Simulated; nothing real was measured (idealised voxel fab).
This section sets out a process module, namely voxel transistor to metal.
For reference, the cross-section in this document is cut, with width 205 nm and square cells of 5 nm.
Cross-sections here: square-cell grids, written as top-down lists of bands, a band being one or more rows of cells.
Heads up on the band format: heights come first, top then bottom, in nm. After that it's the materials left to right, each with its width in nm. A single material flagged "edge to edge" fills the whole band edge to edge, and "empty" means there's empty space there.
Counting heights begins at 0, where everything beneath is, in the wafer as received, one material. The lowest band has no bottom; it goes on downwards, as "0..down" shows.
A width such as "30..40" changes by the same amount from each row of cells to the next, from the band's top row to its bottom row.
Reading "same as before" for a step: not a cell of the cross-section changed in it.
The entry titled "Non-vented voids" provides the empty spaces that have no open way to the top, restricted to those of 8 cells or more. Each is presented as width x height at distance, the distance being measured from the left edge, with all three in nm.
after a step's settings: what the simulator itself notes on the step
The optional step-line setting "overlay nm" applies to steps with a mask and quantifies how far to the right of its planned location the mask lay, a negative value indicating leftward placement.

Listed below are the process steps as planned
| 1 | RECEIVE (material Si) |
| 2 | OXIDIZE (depth nm 5) |
| 3 | CONFORMAL_DEP (material SiN; thk nm 10) |
| 4 | DIRECTIONAL_DEP (material aC; thk nm 10) |
| 5 | PATTERN (tone cover; mask id ACTIVE; material resist; width nm 100; thk nm 25; overlay nm 0) |
| 6 | DIRECTIONAL_ETCH (etch materials aC; depth nm 10) |
| 7 | STRIP (etch materials resist) |
| 8 | DIRECTIONAL_ETCH (etch materials SiN; depth nm 10) |
| 9 | DIRECTIONAL_ETCH (etch materials SiO2; depth nm 5) |
| 10 | DIRECTIONAL_ETCH (etch materials Si; depth nm 35) |
| 11 | STRIP (etch materials aC) |
| 12 | OXIDIZE (depth nm 5) |
| 13 | FILL_DEP (material SiO2; thk nm 5) |
| 14 | CMP (height nm 10) |
| 15 | SELECTIVE_ETCH (etch materials SiO2; depth nm 10) |
| 16 | STRIP (etch materials SiN) |
| 17 | SELECTIVE_ETCH (etch materials SiO2; depth nm 5) |
| 18 | OXIDIZE (depth nm 5) |
| 19 | DIRECTIONAL_DEP (material polySi; thk nm 20) |
| 20 | DIRECTIONAL_DEP (material SiCN; thk nm 15) |
| 21 | PATTERN (tone cover; mask id GATE; material resist; width nm 30; thk nm 15; overlay nm 0) |
| 22 | DIRECTIONAL_ETCH (etch materials SiCN; depth nm 25) |
| 23 | DIRECTIONAL_ETCH (etch materials polySi; depth nm 30) |
| 24 | STRIP (etch materials resist) |
| 25 | CONFORMAL_DEP (material SiN; thk nm 10) |
| 26 | DIRECTIONAL_ETCH (etch materials SiN; depth nm 10) |
| 27 | DIRECTIONAL_ETCH (etch materials SiO2; depth nm 5) |
| 28 | DIRECTIONAL_ETCH (etch materials Si; depth nm 10) |
| 29 | EPI (material nSi; thk nm 15) |
| 30 | FILL_DEP (material SiO2; thk nm 5) |
| 31 | CMP (height nm 15) |
| 32 | STRIP (etch materials polySi) |
| 33 | SELECTIVE_ETCH (etch materials SiO2; depth nm 5) |
| 34 | CONFORMAL_DEP (material HfO2; thk nm 5) |
| 35 | CONFORMAL_DEP (material TiN; thk nm 5) |
| 36 | FILL_DEP (material W; thk nm 5) |
| 37 | CMP (height nm 10) |
| 38 | DIRECTIONAL_DEP (material SiO2; thk nm 10) |
| 39 | PATTERN (tone open; mask id CONTACT; material resist; width nm 15; pitch nm 75; thk nm 20; overlay nm 0) |
| 40 | DIRECTIONAL_ETCH (etch materials SiO2; depth nm 25) |
| 41 | STRIP (etch materials resist) |
| 42 | CONFORMAL_DEP (material TiN; thk nm 5) |
| 43 | FILL_DEP (material Ru; thk nm 10) |
| 44 | CMP (height nm 20) |
| 45 | DIRECTIONAL_DEP (material TiN; thk nm 5) |
| 46 | DIRECTIONAL_DEP (material Ru; thk nm 20) |
| 47 | DIRECTIONAL_DEP (material aC; thk nm 10) |
| 48 | PATTERN (tone cover; mask id METAL_1; material resist; width nm 15; pitch nm 75; thk nm 25; overlay nm 0) |
| 49 | DIRECTIONAL_ETCH (etch materials aC; depth nm 10) |
| 50 | STRIP (etch materials resist) |
| 51 | DIRECTIONAL_ETCH (etch materials Ru; depth nm 20) |
| 52 | DIRECTIONAL_ETCH (etch materials TiN; depth nm 5) |
| 53 | STRIP (etch materials aC) |
| 54 | CONFORMAL_DEP (material SiN; thk nm 5) |
| 55 | FILL_DEP (material lowk; thk nm 10) |
| 56 | CMP (height nm 45) |
| 57 | CONFORMAL_DEP (material SiCN; thk nm 5) |
| 58 | DIRECTIONAL_DEP (material lowk; thk nm 30) |
| 59 | PATTERN (tone open; mask id METAL_2; material resist; width nm 15; pitch nm 75; thk nm 20; overlay nm 0) |
| 60 | DIRECTIONAL_ETCH (etch materials lowk; depth nm 15) |
| 61 | STRIP (etch materials resist) |
| 62 | PATTERN (tone open; mask id METAL_2_HOLES; material resist; width nm 15; pitch nm 75; thk nm 20; overlay nm 0) |
| 63 | DIRECTIONAL_ETCH (etch materials lowk; depth nm 15) |
| 64 | DIRECTIONAL_ETCH (etch materials SiCN; depth nm 5) |
| 65 | STRIP (etch materials resist) |
| 66 | CONFORMAL_DEP (material TiN; thk nm 5) |
| 67 | FILL_DEP (material Ru; thk nm 5) |
| 68 | CMP (height nm 80) |
| 69 | CONFORMAL_DEP (material SiN; thk nm 5) |

On the first of the two wafers: run conducted according to plan

Step 1 complete: cross-section of the wafer as received
* 0..down: Si edge to edge
* Non-vented voids: none

Step 2 complete: cross-section through the wafer
* 0..-5: SiO2 edge to edge
* Lower than -5, everything is as it was.

Step 3 complete: cross-section through the wafer
* 10..0: SiN edge to edge
* Lower than 0, everything is as it was.

Step 4 complete: cross-section through the wafer
* 20..10: aC edge to edge
* Lower than 10, everything is as it was.

Step 5 complete: cross-section through the wafer
* 45..20: empty (50) / resist (100) / empty (55)
* Lower than 20, everything is as it was.

Step 6 complete: cross-section through the wafer
* 35..20: empty (50) / resist (100) / empty (55)
* 20..10: empty (50) / aC (100) / empty (55)
* Lower than 10, everything is as it was.

Step 7 complete: cross-section through the wafer
* 20..10: empty (50) / aC (100) / empty (55)
* Lower than 10, everything is as it was.

Step 8 complete: cross-section through the wafer
* 20..10: empty (50) / aC (100) / empty (55)
* 10..0: empty (50) / SiN (100) / empty (55)
* Lower than 0, everything is as it was.

Step 9 complete: cross-section through the wafer
* 20..10: empty (50) / aC (100) / empty (55)
* 10..0: empty (50) / SiN (100) / empty (55)
* 0..-5: empty (50) / SiO2 (100) / empty (55)
* Lower than -5, everything is as it was.

Step 10 complete: cross-section through the wafer
* 20..10: empty (50) / aC (100) / empty (55)
* 10..0: empty (50) / SiN (100) / empty (55)
* 0..-5: empty (50) / SiO2 (100) / empty (55)
* -5..-40: empty (50) / Si (100) / empty (55)
* Lower than -40, everything is as it was.

Step 11 complete: cross-section through the wafer
* 10..0: empty (50) / SiN (100) / empty (55)
* Lower than 0, everything is as it was.

Step 12 complete: cross-section through the wafer
* 10..0: empty (50) / SiN (100) / empty (55)
* 0..-5: empty (50) / SiO2 (100) / empty (55)
* -5..-40: empty (50) / SiO2 (5) / Si (90) / SiO2 (5) / empty (55)
* -40..-45: SiO2 (55) / Si (90) / SiO2 (60)
* Lower than -45, everything is as it was.

Step 13 complete: cross-section through the wafer
* 15..10: SiO2 edge to edge
* 10..0: SiO2 (50) / SiN (100) / SiO2 (55)
* 0..-5: SiO2 edge to edge
* -5..-45: SiO2 (55) / Si (90) / SiO2 (60)
* Lower than -45, everything is as it was.

Step 14 complete: cross-section through the wafer
* 10..0: SiO2 (50) / SiN (100) / SiO2 (55)
* Lower than 0, everything is as it was.

Step 15 complete: cross-section through the wafer
* 10..0: empty (50) / SiN (100) / empty (55)
* Lower than 0, everything is as it was.

Step 16 complete: cross-section through the wafer
* 0..-5: SiO2 edge to edge
* Lower than -5, everything is as it was.

Step 17 complete: cross-section through the wafer
* -5..-45: SiO2 (55) / Si (90) / SiO2 (60)
* Lower than -45, everything is as it was.

Step 18 complete: cross-section through the wafer
* -5..-10: SiO2 edge to edge
* Lower than -10, everything is as it was.

Step 19 complete: cross-section through the wafer
* 15..-5: polySi edge to edge
* Lower than -5, everything is as it was.

Step 20 complete: cross-section through the wafer
* 30..15: SiCN edge to edge
* Lower than 15, everything is as it was.

Step 21 complete: cross-section through the wafer
* 45..30: empty (85) / resist (30) / empty (90)
* Lower than 30, everything is as it was.

Step 22 complete: cross-section through the wafer
* 45..30: empty (85) / resist (30) / empty (90)
* 30..15: empty (85) / SiCN (30) / empty (90)
* Lower than 15, everything is as it was.

Step 23 complete: cross-section through the wafer
* 45..30: empty (85) / resist (30) / empty (90)
* 30..15: empty (85) / SiCN (30) / empty (90)
* 15..-5: empty (85) / polySi (30) / empty (90)
* Lower than -5, everything is as it was.

Step 24 complete: cross-section through the wafer
* 30..15: empty (85) / SiCN (30) / empty (90)
* Lower than 15, everything is as it was.

Step 25 complete: cross-section through the wafer
* 40..30: empty (75) / SiN (50) / empty (80)
* 30..15: empty (75) / SiN (10) / SiCN (30) / SiN (10) / empty (80)
* 15..5: empty (75) / SiN (10) / polySi (30) / SiN (10) / empty (80)
* 5..-5: SiN (85) / polySi (30) / SiN (90)
* Lower than -5, everything is as it was.

Step 26 complete: cross-section through the wafer
* 30..15: empty (75) / SiN (10) / SiCN (30) / SiN (10) / empty (80)
* 15..-5: empty (75) / SiN (10) / polySi (30) / SiN (10) / empty (80)
* Lower than -5, everything is as it was.

Step 27 complete: cross-section through the wafer
* 30..15: empty (75) / SiN (10) / SiCN (30) / SiN (10) / empty (80)
* 15..-5: empty (75) / SiN (10) / polySi (30) / SiN (10) / empty (80)
* -5..-10: empty (75) / SiO2 (50) / empty (80)
* Lower than -10, everything is as it was.

Step 28 complete: cross-section through the wafer
* 30..15: empty (75) / SiN (10) / SiCN (30) / SiN (10) / empty (80)
* 15..-5: empty (75) / SiN (10) / polySi (30) / SiN (10) / empty (80)
* -5..-10: empty (75) / SiO2 (50) / empty (80)
* -10..-20: SiO2 (55) / empty (20) / Si (50) / empty (20) / SiO2 (60)
* Lower than -20, everything is as it was.

Step 29 complete: cross-section through the wafer
* 30..15: empty (75) / SiN (10) / SiCN (30) / SiN (10) / empty (80)
* 15..5: empty (75) / SiN (10) / polySi (30) / SiN (10) / empty (80)
* 5..-5: empty (60) / nSi (15) / SiN (10) / polySi (30) / SiN (10) / nSi (15) / empty (65)
* -5..-10: empty (50) / nSi (25) / SiO2 (50) / nSi (25) / empty (55)
* -10..-20: SiO2 (55) / nSi (20) / Si (50) / nSi (20) / SiO2 (60)
* Lower than -20, everything is as it was.

Step 30 complete: cross-section through the wafer
* 35..30: SiO2 edge to edge
* 30..15: SiO2 (75) / SiN (10) / SiCN (30) / SiN (10) / SiO2 (80)
* 15..5: SiO2 (75) / SiN (10) / polySi (30) / SiN (10) / SiO2 (80)
* 5..-5: SiO2 (60) / nSi (15) / SiN (10) / polySi (30) / SiN (10) / nSi (15) / SiO2 (65)
* -5..-10: SiO2 (50) / nSi (25) / SiO2 (50) / nSi (25) / SiO2 (55)
* Lower than -10, everything is as it was.

Step 31 complete: cross-section through the wafer
* 15..5: SiO2 (75) / SiN (10) / polySi (30) / SiN (10) / SiO2 (80)
* Lower than 5, everything is as it was.

Step 32 complete: cross-section through the wafer
* 15..5: SiO2 (75) / SiN (10) / empty (30) / SiN (10) / SiO2 (80)
* 5..-5: SiO2 (60) / nSi (15) / SiN (10) / empty (30) / SiN (10) / nSi (15) / SiO2 (65)
* Lower than -5, everything is as it was.

Step 33 complete: cross-section through the wafer
* 15..10: empty (75) / SiN (10) / empty (30) / SiN (10) / empty (80)
* 10..5: SiO2 (75) / SiN (10) / empty (30) / SiN (10) / SiO2 (80)
* 5..-5: SiO2 (60) / nSi (15) / SiN (10) / empty (30) / SiN (10) / nSi (15) / SiO2 (65)
* -5..-10: SiO2 (50) / nSi (25) / SiO2 (5) / empty (40) / SiO2 (5) / nSi (25) / SiO2 (55)
* Lower than -10, everything is as it was.

Step 34 complete: cross-section through the wafer
* 20..15: empty (70) / HfO2 (20) / empty (20) / HfO2 (20) / empty (75)
* 15..10: HfO2 (75) / SiN (10) / HfO2 (5) / empty (20) / HfO2 (5) / SiN (10) / HfO2 (80)
* 10..5: SiO2 (75) / SiN (10) / HfO2 (5) / empty (20) / HfO2 (5) / SiN (10) / SiO2 (80)
* 5..-5: SiO2 (60) / nSi (15) / SiN (10) / HfO2 (5) / empty (20) / HfO2 (5) / SiN (10) / nSi (15) / SiO2 (65)
* -5..-10: SiO2 (50) / nSi (25) / SiO2 (5) / HfO2 (40) / SiO2 (5) / nSi (25) / SiO2 (55)
* Lower than -10, everything is as it was.

Step 35 complete: cross-section through the wafer
* 25..20: empty (65) / TiN (30) / empty (10) / TiN (30) / empty (70)
* 20..15: TiN (70) / HfO2 (20) / TiN (5) / empty (10) / TiN (5) / HfO2 (20) / TiN (75)
* 15..10: HfO2 (75) / SiN (10) / HfO2 (5) / TiN (5) / empty (10) / TiN (5) / HfO2 (5) / SiN (10) / HfO2 (80)
* 10..5: SiO2 (75) / SiN (10) / HfO2 (5) / TiN (5) / empty (10) / TiN (5) / HfO2 (5) / SiN (10) / SiO2 (80)
* 5..0: SiO2 (60) / nSi (15) / SiN (10) / HfO2 (5) / TiN (5) / empty (10) / TiN (5) / HfO2 (5) / SiN (10) / nSi (15) / SiO2 (65)
* 0..-5: SiO2 (60) / nSi (15) / SiN (10) / HfO2 (5) / TiN (20) / HfO2 (5) / SiN (10) / nSi (15) / SiO2 (65)
* Lower than -5, everything is as it was.

Step 36 complete: cross-section through the wafer
* 30..25: W edge to edge
* 25..20: W (65) / TiN (30) / W (10) / TiN (30) / W (70)
* 20..15: TiN (70) / HfO2 (20) / TiN (5) / W (10) / TiN (5) / HfO2 (20) / TiN (75)
* 15..10: HfO2 (75) / SiN (10) / HfO2 (5) / TiN (5) / W (10) / TiN (5) / HfO2 (5) / SiN (10) / HfO2 (80)
* 10..5: SiO2 (75) / SiN (10) / HfO2 (5) / TiN (5) / W (10) / TiN (5) / HfO2 (5) / SiN (10) / SiO2 (80)
* 5..0: SiO2 (60) / nSi (15) / SiN (10) / HfO2 (5) / TiN (5) / W (10) / TiN (5) / HfO2 (5) / SiN (10) / nSi (15) / SiO2 (65)
* Lower than 0, everything is as it was.

Step 37 complete: cross-section through the wafer
* 10..5: SiO2 (75) / SiN (10) / HfO2 (5) / TiN (5) / W (10) / TiN (5) / HfO2 (5) / SiN (10) / SiO2 (80)
* Lower than 5, everything is as it was.

Step 38 complete: cross-section through the wafer
* 20..10: SiO2 edge to edge
* Lower than 10, everything is as it was.

Step 39 complete: cross-section through the wafer
* 40..20: resist (55) / empty (15) / resist (60) / empty (15) / resist (60)
* Lower than 20, everything is as it was.

Step 40 complete: cross-section through the wafer
* 40..20: resist (55) / empty (15) / resist (60) / empty (15) / resist (60)
* 20..10: SiO2 (55) / empty (15) / SiO2 (60) / empty (15) / SiO2 (60)
* 10..5: SiO2 (55) / empty (15) / SiO2 (5) / SiN (10) / HfO2 (5) / TiN (5) / W (10) / TiN (5) / HfO2 (5) / SiN (10) / SiO2 (5) / empty (15) / SiO2 (60)
* 5..0: SiO2 (55) / empty (5) / nSi (15) / SiN (10) / HfO2 (5) / TiN (5) / W (10) / TiN (5) / HfO2 (5) / SiN (10) / nSi (15) / empty (5) / SiO2 (60)
* 0..-5: SiO2 (55) / empty (5) / nSi (15) / SiN (10) / HfO2 (5) / TiN (20) / HfO2 (5) / SiN (10) / nSi (15) / empty (5) / SiO2 (60)
* Lower than -5, everything is as it was.

Step 41 complete: cross-section through the wafer
* 20..10: SiO2 (55) / empty (15) / SiO2 (60) / empty (15) / SiO2 (60)
* Lower than 10, everything is as it was.

Step 42 complete: cross-section through the wafer
* 25..20: TiN (60) / empty (5) / TiN (70) / empty (5) / TiN (65)
* 20..10: SiO2 (55) / TiN (5) / empty (5) / TiN (5) / SiO2 (60) / TiN (5) / empty (5) / TiN (5) / SiO2 (60)
* 10..5: SiO2 (55) / TiN (15) / SiO2 (5) / SiN (10) / HfO2 (5) / TiN (5) / W (10) / TiN (5) / HfO2 (5) / SiN (10) / SiO2 (5) / TiN (15) / SiO2 (60)
* 5..0: SiO2 (55) / TiN (5) / nSi (15) / SiN (10) / HfO2 (5) / TiN (5) / W (10) / TiN (5) / HfO2 (5) / SiN (10) / nSi (15) / TiN (5) / SiO2 (60)
* 0..-5: SiO2 (55) / TiN (5) / nSi (15) / SiN (10) / HfO2 (5) / TiN (20) / HfO2 (5) / SiN (10) / nSi (15) / TiN (5) / SiO2 (60)
* Lower than -5, everything is as it was.

Step 43 complete: cross-section through the wafer
* 35..25: Ru edge to edge
* 25..20: TiN (60) / Ru (5) / TiN (70) / Ru (5) / TiN (65)
* 20..10: SiO2 (55) / TiN (5) / Ru (5) / TiN (5) / SiO2 (60) / TiN (5) / Ru (5) / TiN (5) / SiO2 (60)
* Lower than 10, everything is as it was.

Step 44 complete: cross-section through the wafer
* 20..10: SiO2 (55) / TiN (5) / Ru (5) / TiN (5) / SiO2 (60) / TiN (5) / Ru (5) / TiN (5) / SiO2 (60)
* Lower than 10, everything is as it was.

Step 45 complete: cross-section through the wafer
* 25..20: TiN edge to edge
* Lower than 20, everything is as it was.

Step 46 complete: cross-section through the wafer
* 45..25: Ru edge to edge
* Lower than 25, everything is as it was.

Step 47 complete: cross-section through the wafer
* 55..45: aC edge to edge
* Lower than 45, everything is as it was.

Step 48 complete: cross-section through the wafer
* 80..55: empty (55) / resist (15) / empty (60) / resist (15) / empty (60)
* Lower than 55, everything is as it was.

Step 49 complete: cross-section through the wafer
* 70..55: empty (55) / resist (15) / empty (60) / resist (15) / empty (60)
* 55..45: empty (55) / aC (15) / empty (60) / aC (15) / empty (60)
* Lower than 45, everything is as it was.

Step 50 complete: cross-section through the wafer
* 55..45: empty (55) / aC (15) / empty (60) / aC (15) / empty (60)
* Lower than 45, everything is as it was.

Step 51 complete: cross-section through the wafer
* 55..45: empty (55) / aC (15) / empty (60) / aC (15) / empty (60)
* 45..25: empty (55) / Ru (15) / empty (60) / Ru (15) / empty (60)
* Lower than 25, everything is as it was.

Step 52 complete: cross-section through the wafer
* 55..45: empty (55) / aC (15) / empty (60) / aC (15) / empty (60)
* 45..25: empty (55) / Ru (15) / empty (60) / Ru (15) / empty (60)
* 25..20: empty (55) / TiN (15) / empty (60) / TiN (15) / empty (60)
* Lower than 20, everything is as it was.

Step 53 complete: cross-section through the wafer
* 45..25: empty (55) / Ru (15) / empty (60) / Ru (15) / empty (60)
* Lower than 25, everything is as it was.

Step 54 complete: cross-section through the wafer
* 50..45: empty (50) / SiN (25) / empty (50) / SiN (25) / empty (55)
* 45..25: empty (50) / SiN (5) / Ru (15) / SiN (5) / empty (50) / SiN (5) / Ru (15) / SiN (5) / empty (55)
* 25..20: SiN (55) / TiN (15) / SiN (60) / TiN (15) / SiN (60)
* Lower than 20, everything is as it was.

Step 55 complete: cross-section through the wafer
* 60..50: lowk edge to edge
* 50..45: lowk (50) / SiN (25) / lowk (50) / SiN (25) / lowk (55)
* 45..25: lowk (50) / SiN (5) / Ru (15) / SiN (5) / lowk (50) / SiN (5) / Ru (15) / SiN (5) / lowk (55)
* Lower than 25, everything is as it was.

Step 56 complete: cross-section through the wafer
* 45..25: lowk (50) / SiN (5) / Ru (15) / SiN (5) / lowk (50) / SiN (5) / Ru (15) / SiN (5) / lowk (55)
* Lower than 25, everything is as it was.

Step 57 complete: cross-section through the wafer
* 50..45: SiCN edge to edge
* Lower than 45, everything is as it was.

Step 58 complete: cross-section through the wafer
* 80..50: lowk edge to edge
* Lower than 50, everything is as it was.

Step 59 complete: cross-section through the wafer
* 100..80: resist (55) / empty (15) / resist (60) / empty (15) / resist (60)
* Lower than 80, everything is as it was.

Step 60 complete: cross-section through the wafer
* 100..80: resist (55) / empty (15) / resist (60) / empty (15) / resist (60)
* 80..65: lowk (55) / empty (15) / lowk (60) / empty (15) / lowk (60)
* Lower than 65, everything is as it was.

Step 61 complete: cross-section through the wafer
* 80..65: lowk (55) / empty (15) / lowk (60) / empty (15) / lowk (60)
* Lower than 65, everything is as it was.

Step 62 complete: cross-section through the wafer
* 100..80: resist (55) / empty (15) / resist (60) / empty (15) / resist (60)
* Lower than 80, everything is as it was.

Step 63 complete: cross-section through the wafer
* 100..80: resist (55) / empty (15) / resist (60) / empty (15) / resist (60)
* 80..50: lowk (55) / empty (15) / lowk (60) / empty (15) / lowk (60)
* Lower than 50, everything is as it was.

Step 64 complete: cross-section through the wafer
* 100..80: resist (55) / empty (15) / resist (60) / empty (15) / resist (60)
* 80..50: lowk (55) / empty (15) / lowk (60) / empty (15) / lowk (60)
* 50..45: SiCN (55) / empty (15) / SiCN (60) / empty (15) / SiCN (60)
* Lower than 45, everything is as it was.

Step 65 complete: cross-section through the wafer
* 80..50: lowk (55) / empty (15) / lowk (60) / empty (15) / lowk (60)
* Lower than 50, everything is as it was.

Step 66 complete: cross-section through the wafer
* 85..80: TiN (60) / empty (5) / TiN (70) / empty (5) / TiN (65)
* 80..50: lowk (55) / TiN (5) / empty (5) / TiN (5) / lowk (60) / TiN (5) / empty (5) / TiN (5) / lowk (60)
* 50..45: SiCN (55) / TiN (15) / SiCN (60) / TiN (15) / SiCN (60)
* Lower than 45, everything is as it was.

Step 67 complete: cross-section through the wafer
* 90..85: Ru edge to edge
* 85..80: TiN (60) / Ru (5) / TiN (70) / Ru (5) / TiN (65)
* 80..50: lowk (55) / TiN (5) / Ru (5) / TiN (5) / lowk (60) / TiN (5) / Ru (5) / TiN (5) / lowk (60)
* Lower than 50, everything is as it was.

Step 68 complete: cross-section through the wafer
* 80..50: lowk (55) / TiN (5) / Ru (5) / TiN (5) / lowk (60) / TiN (5) / Ru (5) / TiN (5) / lowk (60)
* Lower than 50, everything is as it was.

Step 69 complete: cross-section through the wafer
* 85..80: SiN edge to edge
* Lower than 80, everything is as it was.

Wafer two of two - same starting point, same process plan, one mistake in execution; matches wafer one up to and including step 57

What the second wafer looks like in cross-section when step 58 should have wrapped up
* 110..50: lowk edge to edge
* Lower than 50, everything is as it was.

What the second wafer looks like in cross-section when step 59 should have wrapped up
* 130..110: resist (55) / empty (15) / resist (60) / empty (15) / resist (60)
* Lower than 110, everything is as it was.

What the second wafer looks like in cross-section when step 60 should have wrapped up
* 130..110: resist (55) / empty (15) / resist (60) / empty (15) / resist (60)
* 110..95: lowk (55) / empty (15) / lowk (60) / empty (15) / lowk (60)
* Lower than 95, everything is as it was.

What the second wafer looks like in cross-section when step 61 should have wrapped up
* 110..95: lowk (55) / empty (15) / lowk (60) / empty (15) / lowk (60)
* Lower than 95, everything is as it was.

What the second wafer looks like in cross-section when step 62 should have wrapped up
* 130..110: resist (55) / empty (15) / resist (60) / empty (15) / resist (60)
* Lower than 110, everything is as it was.

What the second wafer looks like in cross-section when step 63 should have wrapped up
* 130..110: resist (55) / empty (15) / resist (60) / empty (15) / resist (60)
* 110..80: lowk (55) / empty (15) / lowk (60) / empty (15) / lowk (60)
* Lower than 80, everything is as it was.

What the second wafer looks like in cross-section when step 64 should have wrapped up: same as before

What the second wafer looks like in cross-section when step 65 should have wrapped up
* 110..80: lowk (55) / empty (15) / lowk (60) / empty (15) / lowk (60)
* Lower than 80, everything is as it was.

What the second wafer looks like in cross-section when step 66 should have wrapped up
* 115..110: TiN (60) / empty (5) / TiN (70) / empty (5) / TiN (65)
* 110..85: lowk (55) / TiN (5) / empty (5) / TiN (5) / lowk (60) / TiN (5) / empty (5) / TiN (5) / lowk (60)
* 85..80: lowk (55) / TiN (15) / lowk (60) / TiN (15) / lowk (60)
* Lower than 80, everything is as it was.

What the second wafer looks like in cross-section when step 67 should have wrapped up
* 120..115: Ru edge to edge
* 115..110: TiN (60) / Ru (5) / TiN (70) / Ru (5) / TiN (65)
* 110..85: lowk (55) / TiN (5) / Ru (5) / TiN (5) / lowk (60) / TiN (5) / Ru (5) / TiN (5) / lowk (60)
* Lower than 85, everything is as it was.

What the second wafer looks like in cross-section when step 68 should have wrapped up
* 80..50: lowk edge to edge
* Lower than 50, everything is as it was.

What the second wafer looks like in cross-section when step 69 should have wrapped up
* 85..80: SiN edge to edge
* Lower than 80, everything is as it was.
Finding, execution versus plan: heads up, step 58 of the plan got done twice
Heads up, by the end the second wafer has more or fewer cells of some materials compared to the first: Ru -12, SiCN +6, TiN -30, lowk +36
